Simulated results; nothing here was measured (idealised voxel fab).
Proc. module: voxel trench capacitor
The cross-section on display is named cut; it measures 300 nm wide, and its cells are 5 nm squares.
Each cross-section below is a grid of square cells, stated as bands in top-down order, with one or more rows of cells making up each band.
This entry defines a band. It first specifies the height of the band's top and the height of its bottom in nm, and then specifies the band's materials from left to right, stating each material with its width in nm. The word "all across" identifies a single material that fills the band from edge to edge, while the word "air" identifies empty space.
Counting heights begins at 0, where everything beneath is, in the wafer as received, one material. The lowest band has no bottom; it goes on downwards, as "top 0, no bottom" shows.
The expression "30 to 40" gives the width at the extremes of the band, the first number at its top row of cells and the second at its bottom row, with the width changing by equal amounts from each row to the next in between.
"nothing was modified" for a step: no cell of the cross-section changed in that step.
Each empty space that has no open way to the top and spans at least 8 cells appears under "Fully enclosed voids" as width x height at distance, the distance counted from the left edge, all in nm.
Anything after a step's settings on that line? It's the simulator's own note about the step.
"overlay nm" on a masked step: distance the mask lay right of its planned place, negative for left.

LIST OF PLANNED PROCESS STEPS
1) RECEIVE with material Si
2) CONFORMAL_DEP with material SiN, thk nm 5
3) DIRECTIONAL_DEP with material aC, thk nm 10
4) PATTERN with tone open, mask id TRENCH, material resist, width nm 20, pitch nm 35, thk nm 30, overlay nm 0
5) DIRECTIONAL_ETCH with etch materials aC, depth nm 10
6) STRIP with etch materials resist
7) DIRECTIONAL_ETCH with etch materials SiN, depth nm 5
8) DIRECTIONAL_ETCH with etch materials Si, depth nm 35
9) STRIP with etch materials aC
10) CONFORMAL_DEP with material SiO2, thk nm 5
11) FILL_DEP with material polySi, thk nm 10
12) CMP with height nm 5

FIRST WAFER OUT OF TWO, PROCESSED AS PLANNED

HERE'S WHAT THE WAFER LOOKED LIKE IN CROSS-SECTION WHEN IT ARRIVED - THAT'S AFTER STEP 1
top 0, no bottom | Si all across
Fully enclosed voids: none

ONCE STEP 2 IS THROUGH, THE WAFER LOOKS LIKE THIS IN CROSS-SECTION
top 5, bottom 0 | SiN all across
Whatever lies below 0 is exactly as it was before.

ONCE STEP 3 IS THROUGH, THE WAFER LOOKS LIKE THIS IN CROSS-SECTION
top 15, bottom 5 | aC all across
Whatever lies below 5 is exactly as it was before.

ONCE STEP 4 IS THROUGH, THE WAFER LOOKS LIKE THIS IN CROSS-SECTION
top 45, bottom 15 | resist (105) / air (20) / resist (15) / air (20) / resist (15) / air (20) / resist (105)
Whatever lies below 15 is exactly as it was before.

ONCE STEP 5 IS THROUGH, THE WAFER LOOKS LIKE THIS IN CROSS-SECTION
top 35, bottom 15 | resist (105) / air (20) / resist (15) / air (20) / resist (15) / air (20) / resist (105)
top 15, bottom 5 | aC (105) / air (20) / aC (15) / air (20) / aC (15) / air (20) / aC (105)
Whatever lies below 5 is exactly as it was before.

ONCE STEP 6 IS THROUGH, THE WAFER LOOKS LIKE THIS IN CROSS-SECTION
top 15, bottom 5 | aC (105) / air (20) / aC (15) / air (20) / aC (15) / air (20) / aC (105)
Whatever lies below 5 is exactly as it was before.

ONCE STEP 7 IS THROUGH, THE WAFER LOOKS LIKE THIS IN CROSS-SECTION
top 15, bottom 5 | aC (105) / air (20) / aC (15) / air (20) / aC (15) / air (20) / aC (105)
top 5, bottom 0 | SiN (105) / air (20) / SiN (15) / air (20) / SiN (15) / air (20) / SiN (105)
Whatever lies below 0 is exactly as it was before.

ONCE STEP 8 IS THROUGH, THE WAFER LOOKS LIKE THIS IN CROSS-SECTION
top 15, bottom 5 | aC (105) / air (20) / aC (15) / air (20) / aC (15) / air (20) / aC (105)
top 5, bottom 0 | SiN (105) / air (20) / SiN (15) / air (20) / SiN (15) / air (20) / SiN (105)
top 0, bottom -35 | Si (105) / air (20) / Si (15) / air (20) / Si (15) / air (20) / Si (105)
Whatever lies below -35 is exactly as it was before.

ONCE STEP 9 IS THROUGH, THE WAFER LOOKS LIKE THIS IN CROSS-SECTION
top 5, bottom 0 | SiN (105) / air (20) / SiN (15) / air (20) / SiN (15) / air (20) / SiN (105)
Whatever lies below 0 is exactly as it was before.

ONCE STEP 10 IS THROUGH, THE WAFER LOOKS LIKE THIS IN CROSS-SECTION
top 10, bottom 5 | SiO2 (110) / air (10) / SiO2 (25) / air (10) / SiO2 (25) / air (10) / SiO2 (110)
top 5, bottom 0 | SiN (105) / SiO2 (5) / air (10) / SiO2 (5) / SiN (15) / SiO2 (5) / air (10) / SiO2 (5) / SiN (15) / SiO2 (5) / air (10) / SiO2 (5) / SiN (105)
top 0, bottom -30 | Si (105) / SiO2 (5) / air (10) / SiO2 (5) / Si (15) / SiO2 (5) / air (10) / SiO2 (5) / Si (15) / SiO2 (5) / air (10) / SiO2 (5) / Si (105)
top -30, bottom -35 | Si (105) / SiO2 (20) / Si (15) / SiO2 (20) / Si (15) / SiO2 (20) / Si (105)
Whatever lies below -35 is exactly as it was before.

ONCE STEP 11 IS THROUGH, THE WAFER LOOKS LIKE THIS IN CROSS-SECTION
top 20, bottom 10 | polySi all across
top 10, bottom 5 | SiO2 (110) / polySi (10) / SiO2 (25) / polySi (10) / SiO2 (25) / polySi (10) / SiO2 (110)
top 5, bottom 0 | SiN (105) / SiO2 (5) / polySi (10) / SiO2 (5) / SiN (15) / SiO2 (5) / polySi (10) / SiO2 (5) / SiN (15) / SiO2 (5) / polySi (10) / SiO2 (5) / SiN (105)
top 0, bottom -30 | Si (105) / SiO2 (5) / polySi (10) / SiO2 (5) / Si (15) / SiO2 (5) / polySi (10) / SiO2 (5) / Si (15) / SiO2 (5) / polySi (10) / SiO2 (5) / Si (105)
Whatever lies below -30 is exactly as it was before.

ONCE STEP 12 IS THROUGH, THE WAFER LOOKS LIKE THIS IN CROSS-SECTION
top 5, bottom 0 | SiN (105) / SiO2 (5) / polySi (10) / SiO2 (5) / SiN (15) / SiO2 (5) / polySi (10) / SiO2 (5) / SiN (15) / SiO2 (5) / polySi (10) / SiO2 (5) / SiN (105)
Whatever lies below 0 is exactly as it was before.

WAFER TWO. IDENTICAL START, IDENTICAL PLAN. ONE MISTAKE IN EXECUTION. IDENTICAL HISTORY THROUGH STEP 3

WHEN STEP 4 SHOULD HAVE ENDED
top 45, bottom 15 | resist (115) / air (20) / resist (15) / air (20) / resist (15) / air (20) / resist (95)
Whatever lies below 15 is exactly as it was before.

WHEN STEP 5 SHOULD HAVE ENDED
top 35, bottom 15 | resist (115) / air (20) / resist (15) / air (20) / resist (15) / air (20) / resist (95)
top 15, bottom 5 | aC (115) / air (20) / aC (15) / air (20) / aC (15) / air (20) / aC (95)
Whatever lies below 5 is exactly as it was before.

WHEN STEP 6 SHOULD HAVE ENDED
top 15, bottom 5 | aC (115) / air (20) / aC (15) / air (20) / aC (15) / air (20) / aC (95)
Whatever lies below 5 is exactly as it was before.

WHEN STEP 7 SHOULD HAVE ENDED
top 15, bottom 5 | aC (115) / air (20) / aC (15) / air (20) / aC (15) / air (20) / aC (95)
top 5, bottom 0 | SiN (115) / air (20) / SiN (15) / air (20) / SiN (15) / air (20) / SiN (95)
Whatever lies below 0 is exactly as it was before.

WHEN STEP 8 SHOULD HAVE ENDED
top 15, bottom 5 | aC (115) / air (20) / aC (15) / air (20) / aC (15) / air (20) / aC (95)
top 5, bottom 0 | SiN (115) / air (20) / SiN (15) / air (20) / SiN (15) / air (20) / SiN (95)
top 0, bottom -35 | Si (115) / air (20) / Si (15) / air (20) / Si (15) / air (20) / Si (95)
Whatever lies below -35 is exactly as it was before.

WHEN STEP 9 SHOULD HAVE ENDED
top 5, bottom 0 | SiN (115) / air (20) / SiN (15) / air (20) / SiN (15) / air (20) / SiN (95)
Whatever lies below 0 is exactly as it was before.

WHEN STEP 10 SHOULD HAVE ENDED
top 10, bottom 5 | SiO2 (120) / air (10) / SiO2 (25) / air (10) / SiO2 (25) / air (10) / SiO2 (100)
top 5, bottom 0 | SiN (115) / SiO2 (5) / air (10) / SiO2 (5) / SiN (15) / SiO2 (5) / air (10) / SiO2 (5) / SiN (15) / SiO2 (5) / air (10) / SiO2 (5) / SiN (95)
top 0, bottom -30 | Si (115) / SiO2 (5) / air (10) / SiO2 (5) / Si (15) / SiO2 (5) / air (10) / SiO2 (5) / Si (15) / SiO2 (5) / air (10) / SiO2 (5) / Si (95)
top -30, bottom -35 | Si (115) / SiO2 (20) / Si (15) / SiO2 (20) / Si (15) / SiO2 (20) / Si (95)
Whatever lies below -35 is exactly as it was before.

WHEN STEP 11 SHOULD HAVE ENDED
top 20, bottom 10 | polySi all across
top 10, bottom 5 | SiO2 (120) / polySi (10) / SiO2 (25) / polySi (10) / SiO2 (25) / polySi (10) / SiO2 (100)
top 5, bottom 0 | SiN (115) / SiO2 (5) / polySi (10) / SiO2 (5) / SiN (15) / SiO2 (5) / polySi (10) / SiO2 (5) / SiN (15) / SiO2 (5) / polySi (10) / SiO2 (5) / SiN (95)
top 0, bottom -30 | Si (115) / SiO2 (5) / polySi (10) / SiO2 (5) / Si (15) / SiO2 (5) / polySi (10) / SiO2 (5) / Si (15) / SiO2 (5) / polySi (10) / SiO2 (5) / Si (95)
Whatever lies below -30 is exactly as it was before.

WHEN STEP 12 SHOULD HAVE ENDED
top 5, bottom 0 | SiN (115) / SiO2 (5) / polySi (10) / SiO2 (5) / SiN (15) / SiO2 (5) / polySi (10) / SiO2 (5) / SiN (15) / SiO2 (5) / polySi (10) / SiO2 (5) / SiN (95)
Whatever lies below 0 is exactly as it was before.
Processing error: off-plan run, step 4, actual operation and settings PATTERN with tone open, mask id TRENCH, material resist, width nm 20, pitch nm 35, thk nm 30, overlay nm 10
In the final comparison it is observed that the number of cells assigned to each material is identical for the two wafers, whereas their placement is not.
